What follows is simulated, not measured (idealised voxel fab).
Process module under the name voxel wiring stack
Displayed cross-section: cut, width of 170 nm, square cells sized 5 nm.
This document writes a cross-section as a grid whose cells are square, and gives it as bands, listed from the top down; one or more rows of cells form a band. Quick guide to a band line: top height, bottom height (nm) up front; then every material left to right with its width in nm. Only one material and it's marked "edge to edge"? Then it fills the band edge to edge. And "air" just means empty space. We count height from 0. Below that, the starting wafer is all one material. The lowest band never ends at the bottom but goes on down; see "top 0, no bottom" for how that is written. Width spec "30->40" -> top row of cells at first value, bottom row at second value, equal per-row change in between. What does "everything unchanged" mean for a step? It means no cell of the cross-section changed in that step. Reported under the label "Sealed voids" are the empty spaces having no open way to the top and comprising 8 cells or more; the notation for each is width x height at distance, in which the distance is measured from the left edge and all three values are in nm. Past the settings on a step's line: simulator remark, on that step. "overlay nm" answers the question of how far to the right of plan the mask lay on a step that has a mask, and when it is negative the answer is to the left.
**Process steps foreseen in the plan**
1: RECEIVE, material Si
2: CONFORMAL_DEP, material SiO2, thk nm 10
3: DIRECTIONAL_DEP, material TiN, thk nm 5
4: DIRECTIONAL_DEP, material Ru, thk nm 25
5: PATTERN, tone cover, mask id METAL_1, material resist, width nm 20, pitch nm 45, thk nm 20, overlay nm 0
6: DIRECTIONAL_ETCH, etch materials Ru, depth nm 25
7: DIRECTIONAL_ETCH, etch materials TiN, depth nm 5
8: STRIP, etch materials resist
9: CONFORMAL_DEP, material SiN, thk nm 5
10: FILL_DEP, material lowk, thk nm 10
11: CMP, height nm 40
12: CONFORMAL_DEP, material SiCN, thk nm 5
13: DIRECTIONAL_DEP, material SiO2, thk nm 10
14: DIRECTIONAL_DEP, material aC, thk nm 10
15: PATTERN, tone open, mask id PLUG_1, material resist, width nm 15, pitch nm 45, thk nm 30, overlay nm 0
16: DIRECTIONAL_ETCH, etch materials aC, depth nm 10
17: STRIP, etch materials resist
18: DIRECTIONAL_ETCH, etch materials SiO2, depth nm 10
19: DIRECTIONAL_ETCH, etch materials SiCN, depth nm 5
20: STRIP, etch materials aC
21: CONFORMAL_DEP, material TiN, thk nm 5
22: FILL_DEP, material Cu, thk nm 5
23: CMP, height nm 55
24: DIRECTIONAL_DEP, material TiN, thk nm 5
25: DIRECTIONAL_DEP, material Ru, thk nm 20
26: PATTERN, tone cover, mask id METAL_2, material resist, width nm 20, pitch nm 45, thk nm 15, overlay nm 0
27: DIRECTIONAL_ETCH, etch materials Ru, depth nm 20
28: DIRECTIONAL_ETCH, etch materials TiN, depth nm 5
29: STRIP, etch materials resist
30: FILL_DEP, material lowk, thk nm 5
31: CMP, height nm 80
32: CONFORMAL_DEP, material SiCN, thk nm 5
**The cross-section here shows the wafer as received, i.e. in its state after step 1**
	top 0, no bottom = Si edge to edge
	Sealed voids: none
**First wafer of two, sectioned at end of module; run went per plan**
	top 85, bottom 80 = SiCN edge to edge
	top 80, bottom 60 = lowk: 50 | Ru: 20 | lowk: 25 | Ru: 20 | lowk: 55
	top 60, bottom 55 = lowk: 50 | TiN: 20 | lowk: 25 | TiN: 20 | lowk: 55
	top 55, bottom 45 = SiO2: 50 | TiN: 5 | Cu: 5 | TiN: 5 | SiO2: 30 | TiN: 5 | Cu: 5 | TiN: 5 | SiO2: 60
	top 45, bottom 40 = SiCN: 50 | TiN: 15 | SiCN: 30 | TiN: 15 | SiCN: 60
	top 40, bottom 15 = lowk: 45 | SiN: 5 | Ru: 20 | SiN: 5 | lowk: 15 | SiN: 5 | Ru: 20 | SiN: 5 | lowk: 50
	top 15, bottom 10 = SiN: 50 | TiN: 20 | SiN: 25 | TiN: 20 | SiN: 55
	top 10, bottom 0 = SiO2 edge to edge
	top 0, no bottom = Si edge to edge
	Sealed voids: none
**Wafer two (of two), end-of-module cross-section: start = wafer one, plan = wafer one, one run mistake**
	top 85, bottom 80 = SiCN edge to edge
	top 80, bottom 60 = lowk: 50 | Ru: 20 | lowk: 25 | Ru: 20 | lowk: 55
	top 60, bottom 55 = lowk: 50 | TiN: 20 | lowk: 25 | TiN: 20 | lowk: 55
	top 55, bottom 45 = SiO2: 50 | TiN: 5 | Cu: 5 | TiN: 5 | SiO2: 30 | TiN: 5 | Cu: 5 | TiN: 5 | SiO2: 60
	top 45, bottom 40 = SiCN: 50 | TiN: 15 | SiCN: 30 | TiN: 15 | SiCN: 60
	top 40, bottom 20 = lowk: 45 | SiN: 5 | Ru: 20 | SiN: 5 | lowk: 15 | SiN: 5 | Ru: 20 | SiN: 5 | lowk: 50
	top 20, bottom 15 = SiN: 50 | Ru: 20 | SiN: 25 | Ru: 20 | SiN: 55
	top 15, bottom 5 = SiO2 edge to edge
	top 5, bottom 0 = TiN edge to edge
	top 0, no bottom = Si edge to edge
	Sealed voids: none
The mistake made against the process plan was this: note: step 2 <-> step 3, run order reversed vs plan
Final comparison by cell count, materials where the second wafer has more or fewer than the first: SiN: 4 fewer, TiN: 26 more, lowk: 22 fewer
